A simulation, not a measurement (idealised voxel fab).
This is a process module. Its name is voxel double patterning.
In the cross-section labelled cut, the width is 190 nm and each square cell is 5 nm.
When this document writes out a cross-section, it uses a grid of square cells and lists it as bands, beginning at the top and moving down, with a band standing for one or more rows of cells.
This entry defines a band. It first specifies the height of the band's top and the height of its bottom in nm, and then specifies the band's materials from left to right, stating each material with its width in nm. The word "throughout" identifies a single material that fills the band from edge to edge, while the word "empty" identifies empty space.
Heights from 0 (as-received wafer is one material below). Bottom band endless downward, as "0 down".
Width "30->40": first value at the band's top row of cells, second value at its bottom row, equal change from row to row.
No cell of the cross-section changed in a step that is given as "remained the same".
"Trapped void list" enumerates empty spaces isolated from the top, with no open way to it, that contain at least 8 cells, giving each as width x height at distance from the left edge, all three in nm.
The remark found on a step's line after its settings is issued by the simulator itself and pertains to that step.
The "overlay nm" setting may appear on a step's line; for a step that uses a mask, it gives how far to the right of its planned position the mask lay, and a negative value indicates the left.
The process steps that were planned are listed below
| 1 | op RECEIVE | material Si |
| 2 | op CONFORMAL_DEP | material SiO2 | thk nm 10 |
| 3 | op DIRECTIONAL_DEP | material polySi | thk nm 15 |
| 4 | op DIRECTIONAL_DEP | material SiN | thk nm 5 |
| 5 | op DIRECTIONAL_DEP | material aC | thk nm 10 |
| 6 | op PATTERN | tone open | mask id FIRST | material resist | width nm 15 | pitch nm 50 | thk nm 30 | overlay nm 0 |
| 7 | op DIRECTIONAL_ETCH | etch materials aC | depth nm 10 |
| 8 | op STRIP | etch materials resist |
| 9 | op DIRECTIONAL_ETCH | etch materials SiN | depth nm 5 |
| 10 | op STRIP | etch materials aC |
| 11 | op MASKED_ETCH | tone open | mask id SECOND | width nm 15 | pitch nm 50 | etch materials SiN | depth nm 5 | overlay nm 0 |
| 12 | op DIRECTIONAL_ETCH | etch materials polySi | depth nm 15 |
| 13 | op STRIP | etch materials SiN |
As-received wafer cross-section (after step 1)
	0 down: Si throughout
	Trapped void list: none
First of two wafers at the end of the module, shown in cross-section; run carried out as planned
	25 to 10: polySi 35 nm; empty 15 nm; polySi 10 nm; empty 15 nm; polySi 10 nm; empty 15 nm; polySi 10 nm; empty 15 nm; polySi 10 nm; empty 15 nm; polySi 40 nm
	10 to 0: SiO2 throughout
	0 down: Si throughout
	Trapped void list: none
Cross-sectional view: second of two wafers, end of module; start and plan identical to the first, one mistake in running
	15 to 0: polySi 35 nm; empty 15 nm; polySi 10 nm; empty 15 nm; polySi 10 nm; empty 15 nm; polySi 10 nm; empty 15 nm; polySi 10 nm; empty 15 nm; polySi 40 nm
	0 down: Si throughout
	Trapped void list: none
Where did the run depart from the plan? step 2 of the plan never got run, it was skipped over
Final comparison by cell count, materials where the second wafer has more or fewer than the first: 76 fewer of SiO2
